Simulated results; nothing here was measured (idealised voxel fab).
Process module, titled voxel lift off
Pictured: cross-section cut, 180 nm wide, on a grid of 5 nm square cells.
In this document a cross-section is written as a grid of square cells. It is given as a series of bands, listed from the top down, and a band is one or more rows of cells.
It is stipulated that each band's entry specify, in nanometres, the height of the top of the band and then that of its bottom, followed by the materials of the band in left-to-right sequence, each together with its width in nanometres. A single material marked by the word "everywhere" is understood to fill the band from edge to edge; the word "empty" is understood to denote empty space.
We count height from 0. Below that, the starting wafer is all one material. The lowest band never ends at the bottom but goes on down; see "0 nm and below" for how that is written.
Width spec "30 to 40" -> top row of cells at first value, bottom row at second value, equal per-row change in between.
The designation "identical to before", where it is given for a processing step, indicates that no cell of the cross-section was altered in the course of that step.
"Enclosed cavities": empty spaces of 8 cells or more with no open way to the top, each given as width x height at distance, distance from the left edge, all in nm.
Note: text after step settings on the step line = simulator remark on that step.
overlay nm: step with mask; distance mask lay right of planned place; negative value = left of planned place.

HERE'S WHAT THE PLANNED PROCESS STEPS LOOK LIKE
1 RECEIVE with material Si
2 CONFORMAL_DEP with material SiN, thk nm 5
3 PATTERN with tone open, mask id LINES, material resist, width nm 30, pitch nm 45, thk nm 20, overlay nm 0
4 DIRECTIONAL_DEP with material Ru, thk nm 10
5 STRIP with etch materials resist
6 CONFORMAL_DEP with material SiCN, thk nm 5

THIS IS THE CROSS-SECTION OF THE WAFER AS WE RECEIVED IT, I.E. AFTER STEP 1
- 0 nm and below = Si everywhere
- Enclosed cavities: none

THE CROSS-SECTION SHOWN CORRESPONDS TO THE WAFER AT THE CONCLUSION OF THE MODULE. THE INITIAL STRUCTURE AND THE PROCESS PLAN ARE THOSE PRESENTED ABOVE; HOWEVER, ONE MISTAKE OCCURRED IN EXECUTING THE PLAN
- 20 nm to 15 nm = empty: 30; SiCN: 40; empty: 5; SiCN: 40; empty: 5; SiCN: 40; empty: 20
- 15 nm to 10 nm = empty: 30; SiCN: 5; Ru: 30; SiCN: 5; empty: 5; SiCN: 5; Ru: 30; SiCN: 5; empty: 5; SiCN: 5; Ru: 30; SiCN: 5; empty: 20
- 10 nm to 5 nm = SiCN: 35; Ru: 30; SiCN: 15; Ru: 30; SiCN: 15; Ru: 30; SiCN: 25
- 5 nm to 0 nm = SiN everywhere
- 0 nm and below = Si everywhere
- Enclosed cavities: none
Heads up, the wafer didn't run the way we planned it: step 3: run off-plan, actual operation and settings PATTERN with tone open, mask id LINES, material resist, width nm 30, pitch nm 45, thk nm 20, overlay nm 5
